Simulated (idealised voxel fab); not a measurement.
Title: Process Module voxel self aligned contacts
The width of the displayed cross-section, cut, is 240 nm; its cells are square, with a size of 5 nm.
Cross-section = grid of square cells, listed top down in bands; band = one or more rows. Per band: top height and bottom height in nm, followed by the left-to-right materials and their widths in nm; "everywhere" marks a single material spanning edge to edge, "empty" marks empty space. Below 0: as-received wafer, all one material; heights counted from there. Lowest band: no bottom, goes on down, written "0 -> down". With a width like "30 to 40", each row of cells in the band differs from the next by the same amount, the top row carrying the first number and the bottom row the second. "nothing altered" after a step means that no cell of the cross-section changed. The label "Enclosed voids" introduces a list of the empty spaces, 8 cells or larger, that have no open way up to the top; each entry in it reads width x height at distance, where the distance is taken from the left edge and all three are stated in nm. Read whatever lies past the settings on a step's line as the simulator's own remark about the step. Each step line may optionally specify "overlay nm", which for a step with a mask gives the rightward distance between the mask's planned place and where it lay, a negative value indicating the leftward direction.
These are the steps we planned for the process
1: RECEIVE: material Si
2: OXIDIZE: depth nm 5
3: DIRECTIONAL_DEP: material polySi, thk nm 20
4: DIRECTIONAL_DEP: material SiN, thk nm 20
5: PATTERN: tone cover, mask id GATE, material resist, width nm 25, pitch nm 75, thk nm 20, overlay nm 0
6: DIRECTIONAL_ETCH: etch materials SiN, depth nm 20
7: DIRECTIONAL_ETCH: etch materials polySi, depth nm 20
8: STRIP: etch materials resist
9: CONFORMAL_DEP: material SiN, thk nm 10
10: DIRECTIONAL_ETCH: etch materials SiN, depth nm 10
11: FILL_DEP: material SiO2, thk nm 15
12: CMP: height nm 45
13: MASKED_ETCH: tone open, mask id CONTACT, width nm 50, pitch nm 75, etch materials SiO2, depth nm 50, overlay nm 0
14: CONFORMAL_DEP: material TiN, thk nm 5
15: FILL_DEP: material W, thk nm 5
16: CMP: height nm 45
17: CONFORMAL_DEP: material SiN, thk nm 5
The plan shows the width nm of step 5 as the first wafer had it; this setting differs between the wafers, which start out alike.
Cross-section of the first of several received wafers, showing its state after step 1
	0 -> down  Si everywhere
	Enclosed voids: none
End of the module, past its last step, step 17: how the first of several wafers looks in cross-section
	50 -> 45  SiN everywhere
	45 -> 40  SiO2=55 / TiN=15 / W=20 / TiN=15 / SiO2=25 / TiN=15 / W=20 / TiN=15 / SiO2=60
	40 -> 20  SiO2=20 / SiN=45 / TiN=5 / W=20 / TiN=5 / SiN=45 / TiN=5 / W=20 / TiN=5 / SiN=45 / SiO2=25
	20 -> 0  SiO2=20 / SiN=10 / polySi=25 / SiN=10 / TiN=5 / W=20 / TiN=5 / SiN=10 / polySi=25 / SiN=10 / TiN=5 / W=20 / TiN=5 / SiN=10 / polySi=25 / SiN=10 / SiO2=25
	0 -> -5  SiO2=65 / TiN=30 / SiO2=45 / TiN=30 / SiO2=70
	-5 -> down  Si everywhere
	Enclosed voids: none
The final wafer, sectioned at module end
	50 -> 45  SiN everywhere
	45 -> 40  SiO2=55 / TiN=50 / SiO2=25 / TiN=50 / SiO2=60
	40 -> 20  SiO2=10 / SiN=70 / TiN=5 / SiN=70 / TiN=5 / SiN=70 / SiO2=10
	20 -> 0  SiO2=10 / SiN=10 / polySi=50 / SiN=10 / TiN=5 / SiN=10 / polySi=50 / SiN=10 / TiN=5 / SiN=10 / polySi=50 / SiN=10 / SiO2=10
	0 -> -5  SiO2=80 / TiN=5 / SiO2=70 / TiN=5 / SiO2=80
	-5 -> down  Si everywhere
	Enclosed voids: none
Note: the following table is arranged by wafer, a row apiece. Each row reports the end-of-module state: per material, cells gained (+) or cells lost (-) compared with the wafer as received; closed voids follow
width nm 25; -48 Si; +204 SiN; +136 SiO2; +56 TiN; +72 W; +60 polySi; Enclosed voids: none
width nm 30; -48 Si; +216 SiN; +130 SiO2; +56 TiN; +54 W; +72 polySi; Enclosed voids: none
width nm 35; -48 Si; +228 SiN; +124 SiO2; +56 TiN; +36 W; +84 polySi; Enclosed voids: none
width nm 40; -48 Si; +240 SiN; +118 SiO2; +56 TiN; +18 W; +96 polySi; Enclosed voids: none
width nm 45; -48 Si; +252 SiN; +112 SiO2; +56 TiN; +108 polySi; Enclosed voids: none
width nm 50; -48 Si; +264 SiN; +106 SiO2; +38 TiN; +120 polySi; Enclosed voids: none
